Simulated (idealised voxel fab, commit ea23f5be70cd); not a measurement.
Title: Process Module voxel air gaps
FYI the section here is cut, 210 nm wide, cells are 5 nm squares.
How to read a cross-section here: the picture is a grid of square cells, written as bands going from the top down, and any band can span one or more rows of cells. Top height, bottom height, nm. Materials left to right, width each, nm. Single material + "full width" = fills band edge to edge. "empty" = empty. Heights from 0 (as-received wafer is one material below). Bottom band endless downward, as "0 and below". Think of "30..40" as a width that walks from the first number to the second as you go down the band, top row to bottom row, taking equal-sized steps from row to row. Given "no change" for a step, no cell of the cross-section differs between before and after that step. The entry titled "Listed closed voids" provides the empty spaces that have no open way to the top, restricted to those of 8 cells or more. Each is presented as width x height at distance, the distance being measured from the left edge, with all three in nm. What comes after the settings on a step's line is commentary from the simulator itself on that step. overlay nm: where the mask lay relative to plan, measured to the right, on steps with a mask; negatives go left.
Here's what the planned process steps look like
1,RECEIVE [material Si]
2,CONFORMAL_DEP [material SiO2] [thk nm 15]
3,CONFORMAL_DEP [material SiN] [thk nm 5]
4,DIRECTIONAL_DEP [material SiO2] [thk nm 40]
5,PATTERN [tone open] [mask id LINES] [material resist] [width nm 15] [pitch nm 45] [thk nm 20] [overlay nm 0]
6,DIRECTIONAL_ETCH [etch materials SiO2] [depth nm 40]
7,STRIP [etch materials resist]
8,CONFORMAL_DEP [material TiN] [thk nm 5]
9,FILL_DEP [material W] [thk nm 5]
10,CMP [height nm 60]
11,EPI [material Ru] [thk nm 10]
12,SELECTIVE_ETCH [etch materials SiO2] [depth nm 50]
13,CONFORMAL_DEP [material SiN] [thk nm 5]
Cross-section of the wafer at receipt, which is the condition after step 1
	0 and below  Si full width
	Listed closed voids: none
Final cross-section, module run with one mistake (start and plan as above)
	75 down to 70  SiN full width
	70 down to 60  Ru full width
	60 down to 25  25 W / 5 TiN / 15 SiO2 / 5 TiN / 20 W / 5 TiN / 15 SiO2 / 5 TiN / 20 W / 5 TiN / 15 SiO2 / 5 TiN / 20 W / 5 TiN / 15 SiO2 / 5 TiN / 25 W
	25 down to 20  30 TiN / 15 SiO2 / 30 TiN / 15 SiO2 / 30 TiN / 15 SiO2 / 30 TiN / 15 SiO2 / 30 TiN
	20 down to 15  SiN full width
	15 down to 0  SiO2 full width
	0 and below  Si full width
	Listed closed voids: none
Diagnosis: for step 5, the planned setting was not used; the step was instead run as PATTERN [tone cover] [mask id LINES] [material resist] [width nm 15] [pitch nm 45] [thk nm 20] [overlay nm 0]
